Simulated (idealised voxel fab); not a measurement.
process module | voxel air gaps
cross-section cut | 290 nm wide | cells 5 nm
A cross-section is a grid of square cells, given in bands from the top down. A band is one or more rows of cells.
Each band's line starts with the height of the band's top and of its bottom, in nm. Then come its materials from left to right, each with its width in nm. One material with "throughout" fills the band from edge to edge. "air" is empty space.
Height 0 is the level under which the wafer as received is all one material. The lowest band goes on downwards, as in "0 down".
A width such as "30 to 40" changes by the same amount from each row of cells to the next, from the band's top row to its bottom row.
"no change" after a step means that no cell of the cross-section changed.
closed voids: empty space of 8 cells or more with no open way to the top, each as width x height at its distance from the left edge, in nm
after a step's settings: what the simulator itself notes on the step
overlay nm, on a step with a mask: how far to the right of its planned place the mask lay; to the left if negative
plan
1 op RECEIVE | material Si
2 op CONFORMAL_DEP | material SiO2 | thk nm 15
3 op CONFORMAL_DEP | material SiN | thk nm 5
4 op DIRECTIONAL_DEP | material SiO2 | thk nm 30
5 op DIRECTIONAL_DEP | material aC | thk nm 10
6 op PATTERN | tone open | mask id LINES | material resist | width nm 15 | pitch nm 45 | thk nm 30 | overlay nm 0
7 op DIRECTIONAL_ETCH | etch materials aC | depth nm 10
8 op STRIP | etch materials resist
9 op DIRECTIONAL_ETCH | etch materials SiO2 | depth nm 30
10 op STRIP | etch materials aC
11 op CONFORMAL_DEP | material TiN | thk nm 5
12 op FILL_DEP | material Ru | thk nm 10
13 op CMP | height nm 50
14 op EPI | material Ru | thk nm 10
15 op SELECTIVE_ETCH | etch materials SiO2 | depth nm 40
16 op CONFORMAL_DEP | material SiN | thk nm 5
as received, after step 1
  0 down: Si throughout
  closed voids: none
a wafer at the end: this start, this plan, one mistake
  65 to 60: air 55 | SiO2 180 | air 55
  60 to 50: air 55 | SiO2 5 | Ru 35 | SiO2 10 | Ru 35 | SiO2 10 | Ru 35 | SiO2 10 | Ru 35 | SiO2 5 | air 55
  50 to 45: air 55 | SiO2 15 | TiN 5 | Ru 5 | TiN 5 | SiO2 30 | TiN 5 | Ru 5 | TiN 5 | SiO2 30 | TiN 5 | Ru 5 | TiN 5 | SiO2 30 | TiN 5 | Ru 5 | TiN 5 | SiO2 15 | air 55
  45 to 25: air 65 | SiO2 5 | TiN 5 | Ru 5 | TiN 5 | SiO2 5 | air 20 | SiO2 5 | TiN 5 | Ru 5 | TiN 5 | SiO2 5 | air 20 | SiO2 5 | TiN 5 | Ru 5 | TiN 5 | SiO2 5 | air 20 | SiO2 5 | TiN 5 | Ru 5 | TiN 5 | SiO2 5 | air 65
  25 to 20: SiO2 70 | TiN 15 | SiO2 30 | TiN 15 | SiO2 30 | TiN 15 | SiO2 30 | TiN 15 | SiO2 70
  20 to 15: SiN throughout
  15 to 0: SiO2 throughout
  0 down: Si throughout
  closed voids: 20 x 20 at 90; 20 x 20 at 135; 20 x 20 at 180
what went wrong: step 16 ran as: op CONFORMAL_DEP | material SiO2 | thk nm 5
